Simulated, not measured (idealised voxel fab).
Process module heading - voxel transistor to metal
It is cross-section cut that appears here, measuring 165 nm in width, its square cells being 5 nm in size.
Cross-sections here: square-cell grids, written as top-down lists of bands, a band being one or more rows of cells. For a band, the entry starts with two heights in nm, that of the top and then that of the bottom, and carries on with the band's materials in order from left to right, each alongside its width in nm; the word "everywhere" beside a single material means it fills the band edge to edge, and "air" means empty space. Heights are measured from 0, the level below which the as-received wafer is all one material; the lowest band has no bottom and continues downward, written as in "top 0, no bottom". A width given as "30 to 40" starts at the first number in the band's top row and ends at the second number in its bottom row, shifting by an equal amount at every step from row to row. When a step is marked "remained unchanged", none of the cells in the cross-section changed during that step. Closed-off voids of 8+ cells (no open route to the top) go in "Closed void table", written width x height at distance from the left edge, in nm. Note: text after step settings on the step line = simulator remark on that step. For masked steps, "overlay nm" on the step line gives how far right of plan the mask actually lay; a minus sign means it lay to the left.

## So here's the lineup of process steps we planned
- 1: RECEIVE with material Si
- 2: CONFORMAL_DEP with material SiO2, thk nm 5
- 3: CONFORMAL_DEP with material SiN, thk nm 15
- 4: DIRECTIONAL_DEP with material aC, thk nm 10
- 5: PATTERN with tone cover, mask id ACTIVE, material resist, width nm 105, thk nm 30, overlay nm 0
- 6: DIRECTIONAL_ETCH with etch materials aC, depth nm 10
- 7: STRIP with etch materials resist
- 8: DIRECTIONAL_ETCH with etch materials SiN, depth nm 15
- 9: DIRECTIONAL_ETCH with etch materials SiO2, depth nm 5
- 10: DIRECTIONAL_ETCH with etch materials Si, depth nm 30
- 11: STRIP with etch materials aC
- 12: OXIDIZE with depth nm 5
- 13: FILL_DEP with material SiO2, thk nm 10
- 14: CMP with height nm 20
- 15: SELECTIVE_ETCH with etch materials SiO2, depth nm 10
- 16: STRIP with etch materials SiN
- 17: SELECTIVE_ETCH with etch materials SiO2, depth nm 5
- 18: OXIDIZE with depth nm 5
- 19: DIRECTIONAL_DEP with material polySi, thk nm 20
- 20: DIRECTIONAL_DEP with material SiCN, thk nm 10
- 21: PATTERN with tone cover, mask id GATE, material resist, width nm 35, thk nm 20, overlay nm 0
- 22: DIRECTIONAL_ETCH with etch materials SiCN, depth nm 20
- 23: DIRECTIONAL_ETCH with etch materials polySi, depth nm 30
- 24: STRIP with etch materials resist
- 25: CONFORMAL_DEP with material SiO2, thk nm 5
- 26: DIRECTIONAL_ETCH with etch materials SiO2, depth nm 5
- 27: CONFORMAL_DEP with material SiN, thk nm 10
- 28: DIRECTIONAL_ETCH with etch materials SiN, depth nm 10
- 29: DIRECTIONAL_ETCH with etch materials SiO2, depth nm 5
- 30: DIRECTIONAL_ETCH with etch materials Si, depth nm 5
- 31: EPI with material pSi, thk nm 5
- 32: FILL_DEP with material SiO2, thk nm 10
- 33: CMP with height nm 20
- 34: STRIP with etch materials polySi
- 35: SELECTIVE_ETCH with etch materials SiO2, depth nm 5
- 36: CONFORMAL_DEP with material HfO2, thk nm 5
- 37: CONFORMAL_DEP with material TiN, thk nm 5
- 38: FILL_DEP with material W, thk nm 10
- 39: CMP with height nm 15
- 40: DIRECTIONAL_DEP with material SiO2, thk nm 15
- 41: DIRECTIONAL_DEP with material aC, thk nm 10
- 42: PATTERN with tone open, mask id CONTACT, material resist, width nm 15, pitch nm 80, thk nm 30, overlay nm 0
- 43: DIRECTIONAL_ETCH with etch materials aC, depth nm 10
- 44: STRIP with etch materials resist
- 45: DIRECTIONAL_ETCH with etch materials SiO2, depth nm 30
- 46: STRIP with etch materials aC
- 47: CONFORMAL_DEP with material TiN, thk nm 5
- 48: FILL_DEP with material Ru, thk nm 5
- 49: CMP with height nm 30
- 50: DIRECTIONAL_DEP with material TiN, thk nm 5
- 51: DIRECTIONAL_DEP with material Ru, thk nm 20
- 52: MASKED_ETCH with tone cover, mask id METAL_1, width nm 15, pitch nm 80, etch materials Ru, depth nm 20, overlay nm 0
- 53: MASKED_ETCH with tone cover, mask id METAL_1, width nm 15, pitch nm 80, etch materials TiN, depth nm 5, overlay nm -15
- 54: CONFORMAL_DEP with material SiN, thk nm 5
- 55: FILL_DEP with material lowk, thk nm 10
- 56: CMP with height nm 55
- 57: CONFORMAL_DEP with material SiCN, thk nm 5
- 58: DIRECTIONAL_DEP with material SiO2, thk nm 25
- 59: DIRECTIONAL_DEP with material aC, thk nm 10
- 60: PATTERN with tone open, mask id METAL_2, material resist, width nm 15, pitch nm 80, thk nm 25, overlay nm 0
- 61: DIRECTIONAL_ETCH with etch materials aC, depth nm 10
- 62: STRIP with etch materials resist
- 63: DIRECTIONAL_ETCH with etch materials SiO2, depth nm 15
- 64: STRIP with etch materials aC
- 65: MASKED_ETCH with tone open, mask id METAL_2_HOLES, width nm 15, pitch nm 80, etch materials SiO2, depth nm 10, overlay nm 0
- 66: MASKED_ETCH with tone open, mask id METAL_2_HOLES, width nm 15, pitch nm 80, etch materials SiCN, depth nm 5, overlay nm 0
- 67: CONFORMAL_DEP with material TiN, thk nm 5
- 68: FILL_DEP with material Cu, thk nm 10
- 69: CMP with height nm 85
- 70: CONFORMAL_DEP with material SiN, thk nm 5
The overlay nm used in step 53 is not the same on every wafer, whereas the starting condition is; the value printed in the plan is the first wafer's.

## Cut through the first of several wafers as received, post step 1
> top 0, no bottom = Si everywhere
> Closed void table: none

## At the end of the module, after its last step, step 70, the first of several wafers appears in cross-section as follows
> top 90, bottom 85 = SiN everywhere
> top 85, bottom 60 = 35 of SiO2 | 5 of TiN | 5 of Cu | 5 of TiN | 65 of SiO2 | 5 of TiN | 5 of Cu | 5 of TiN | 35 of SiO2
> top 60, bottom 55 = 35 of SiCN | 15 of TiN | 65 of SiCN | 15 of TiN | 35 of SiCN
> top 55, bottom 40 = 30 of lowk | 5 of SiN | 15 of Ru | 5 of SiN | 55 of lowk | 5 of SiN | 15 of Ru | 5 of SiN | 30 of lowk
> top 40, bottom 35 = 15 of lowk | 20 of SiN | 15 of Ru | 5 of SiN | 40 of lowk | 20 of SiN | 15 of Ru | 5 of SiN | 30 of lowk
> top 35, bottom 30 = 20 of SiN | 30 of TiN | 50 of SiN | 30 of TiN | 35 of SiN
> top 30, bottom 15 = 35 of SiO2 | 5 of TiN | 5 of Ru | 5 of TiN | 65 of SiO2 | 5 of TiN | 5 of Ru | 5 of TiN | 35 of SiO2
> top 15, bottom 10 = 35 of SiO2 | 5 of TiN | 5 of Ru | 5 of TiN | 10 of SiN | 5 of HfO2 | 5 of TiN | 25 of W | 5 of TiN | 5 of HfO2 | 10 of SiN | 5 of TiN | 5 of Ru | 5 of TiN | 35 of SiO2
> top 10, bottom 5 = 35 of SiO2 | 15 of TiN | 10 of SiN | 5 of HfO2 | 5 of TiN | 25 of W | 5 of TiN | 5 of HfO2 | 10 of SiN | 15 of TiN | 35 of SiO2
> top 5, bottom 0 = 30 of SiO2 | 10 of SiN | 10 of TiN | 10 of SiN | 5 of HfO2 | 35 of TiN | 5 of HfO2 | 10 of SiN | 10 of TiN | 10 of SiN | 30 of SiO2
> top 0, bottom -5 = 40 of SiO2 | 10 of pSi | 10 of SiO2 | 45 of HfO2 | 10 of SiO2 | 10 of pSi | 40 of SiO2
> top -5, bottom -10 = 35 of SiO2 | 5 of Si | 10 of pSi | 65 of Si | 10 of pSi | 5 of Si | 35 of SiO2
> top -10, bottom -35 = 35 of SiO2 | 95 of Si | 35 of SiO2
> top -35, no bottom = Si everywhere
> Closed void table: none

## Cross-sectional depiction of the last of several wafers upon completion of the module
> top 90, bottom 85 = SiN everywhere
> top 85, bottom 60 = 35 of SiO2 | 5 of TiN | 5 of Cu | 5 of TiN | 65 of SiO2 | 5 of TiN | 5 of Cu | 5 of TiN | 35 of SiO2
> top 60, bottom 55 = 35 of SiCN | 15 of TiN | 65 of SiCN | 15 of TiN | 35 of SiCN
> top 55, bottom 40 = 30 of lowk | 5 of SiN | 15 of Ru | 5 of SiN | 55 of lowk | 5 of SiN | 15 of Ru | 5 of SiN | 30 of lowk
> top 40, bottom 35 = 30 of lowk | 5 of SiN | 15 of Ru | 20 of SiN | 40 of lowk | 5 of SiN | 15 of Ru | 20 of SiN | 15 of lowk
> top 35, bottom 30 = 35 of SiN | 30 of TiN | 50 of SiN | 30 of TiN | 20 of SiN
> top 30, bottom 15 = 35 of SiO2 | 5 of TiN | 5 of Ru | 5 of TiN | 65 of SiO2 | 5 of TiN | 5 of Ru | 5 of TiN | 35 of SiO2
> top 15, bottom 10 = 35 of SiO2 | 5 of TiN | 5 of Ru | 5 of TiN | 10 of SiN | 5 of HfO2 | 5 of TiN | 25 of W | 5 of TiN | 5 of HfO2 | 10 of SiN | 5 of TiN | 5 of Ru | 5 of TiN | 35 of SiO2
> top 10, bottom 5 = 35 of SiO2 | 15 of TiN | 10 of SiN | 5 of HfO2 | 5 of TiN | 25 of W | 5 of TiN | 5 of HfO2 | 10 of SiN | 15 of TiN | 35 of SiO2
> top 5, bottom 0 = 30 of SiO2 | 10 of SiN | 10 of TiN | 10 of SiN | 5 of HfO2 | 35 of TiN | 5 of HfO2 | 10 of SiN | 10 of TiN | 10 of SiN | 30 of SiO2
> top 0, bottom -5 = 40 of SiO2 | 10 of pSi | 10 of SiO2 | 45 of HfO2 | 10 of SiO2 | 10 of pSi | 40 of SiO2
> top -5, bottom -10 = 35 of SiO2 | 5 of Si | 10 of pSi | 65 of Si | 10 of pSi | 5 of Si | 35 of SiO2
> top -10, bottom -35 = 35 of SiO2 | 95 of Si | 35 of SiO2
> top -35, no bottom = Si everywhere
> Closed void table: none

## What follows is a table in which each wafer occupies a row; for the wafer as it stands at the close of the module, the row states, material by material, how many cells have been gained (+) or lost (-) since receipt, and then gives its closed voids
overlay nm -15 | +10 Cu | +15 HfO2 | +32 Ru | -121 Si | +27 SiCN | +92 SiN | +360 SiO2 | +75 TiN | +10 W | +86 lowk | +8 pSi | Closed void table: none
overlay nm -10 | +10 Cu | +15 HfO2 | +32 Ru | -121 Si | +27 SiCN | +92 SiN | +360 SiO2 | +73 TiN | +10 W | +88 lowk | +8 pSi | Closed void table: none
overlay nm -5 | +10 Cu | +15 HfO2 | +32 Ru | -121 Si | +27 SiCN | +92 SiN | +360 SiO2 | +71 TiN | +10 W | +90 lowk | +8 pSi | Closed void table: none
overlay nm 0 | +10 Cu | +15 HfO2 | +32 Ru | -121 Si | +27 SiCN | +92 SiN | +360 SiO2 | +69 TiN | +10 W | +92 lowk | +8 pSi | Closed void table: none
overlay nm 5 | +10 Cu | +15 HfO2 | +32 Ru | -121 Si | +27 SiCN | +92 SiN | +360 SiO2 | +71 TiN | +10 W | +90 lowk | +8 pSi | Closed void table: none
overlay nm 10 | +10 Cu | +15 HfO2 | +32 Ru | -121 Si | +27 SiCN | +92 SiN | +360 SiO2 | +73 TiN | +10 W | +88 lowk | +8 pSi | Closed void table: none
overlay nm 15 | +10 Cu | +15 HfO2 | +32 Ru | -121 Si | +27 SiCN | +92 SiN | +360 SiO2 | +75 TiN | +10 W | +86 lowk | +8 pSi | Closed void table: none
